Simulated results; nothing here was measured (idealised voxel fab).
Title: Process Module voxel self aligned contacts
The figure presents cross-section cut, which has a width of 270 nm and is divided into square cells with an edge length of 5 nm.
Each cross-section below is a grid of square cells, stated as bands in top-down order, with one or more rows of cells making up each band. Each band's line starts with the height of the band's top and of its bottom, in nm. Then come its materials from left to right, each with its width in nm. One material with "everywhere" fills the band from edge to edge. "air" is empty space. Note: height 0 marks the level under which the wafer is uniformly one material as received. Lowest band unbounded below, written "0 and below". When a width is written as two numbers, as in "30..40", the first number is the width in the top row of cells of the band and the second is the width in its bottom row, and the width changes by the same amount from each row to the next. "everything unchanged" means the step left every cell of the cross-section as it was. "Sealed internal cavities" lists enclosed empty spaces (at least 8 cells, no open path upward to the top), each as width x height at distance from the left edge, in nm. Heads up: the bit after the settings on a step's line is the simulator's remark on that step. If you see "overlay nm" on a step's line and that step has a mask, it's telling you how far right of where it was planned the mask ended up; a negative number means it went left instead.

[Below is the list of planned process steps]
step 1: RECEIVE [material Si]
step 2: OXIDIZE [depth nm 5]
step 3: DIRECTIONAL_DEP [material polySi] [thk nm 25]
step 4: DIRECTIONAL_DEP [material SiN] [thk nm 20]
step 5: PATTERN [tone cover] [mask id GATE] [material resist] [width nm 25] [pitch nm 70] [thk nm 20] [overlay nm 0]
step 6: DIRECTIONAL_ETCH [etch materials SiN] [depth nm 20]
step 7: DIRECTIONAL_ETCH [etch materials polySi] [depth nm 25]
step 8: STRIP [etch materials resist]
step 9: CONFORMAL_DEP [material SiN] [thk nm 10]
step 10: DIRECTIONAL_ETCH [etch materials SiN] [depth nm 10]
step 11: FILL_DEP [material SiO2] [thk nm 10]
step 12: CMP [height nm 50]
step 13: PATTERN [tone open] [mask id CONTACT] [material resist] [width nm 55] [pitch nm 70] [thk nm 15] [overlay nm 0]
step 14: DIRECTIONAL_ETCH [etch materials SiO2] [depth nm 55]
step 15: STRIP [etch materials resist]
step 16: CONFORMAL_DEP [material TiN] [thk nm 5]
step 17: FILL_DEP [material W] [thk nm 10]
step 18: CMP [height nm 50]
step 19: CONFORMAL_DEP [material SiN] [thk nm 5]

[Incoming wafer, cross-sectional view, post step 1]
	0 and below  Si everywhere
	Sealed internal cavities: none

[Cross-section at module end, one run error; start and plan unchanged from above]
	55 down to 50  SiN everywhere
	50 down to 45  70 of SiO2; 25 of TiN; 10 of W; 20 of TiN; 15 of SiO2; 25 of TiN; 10 of W; 20 of TiN; 75 of SiO2
	45 down to 25  40 of SiO2; 50 of SiN; 5 of TiN; 10 of W; 5 of TiN; 50 of SiN; 5 of TiN; 10 of W; 5 of TiN; 50 of SiN; 40 of SiO2
	25 down to 0  40 of SiO2; 10 of SiN; 30 of polySi; 10 of SiN; 5 of TiN; 10 of W; 5 of TiN; 10 of SiN; 30 of polySi; 10 of SiN; 5 of TiN; 10 of W; 5 of TiN; 10 of SiN; 30 of polySi; 10 of SiN; 40 of SiO2
	0 down to -5  90 of SiO2; 20 of TiN; 50 of SiO2; 20 of TiN; 90 of SiO2
	-5 and below  Si everywhere
	Sealed internal cavities: none
What was done differently from what was planned? step 5: run off-plan, actual operation and settings PATTERN [tone cover] [mask id GATE] [material resist] [width nm 30] [pitch nm 70] [thk nm 20] [overlay nm 0]
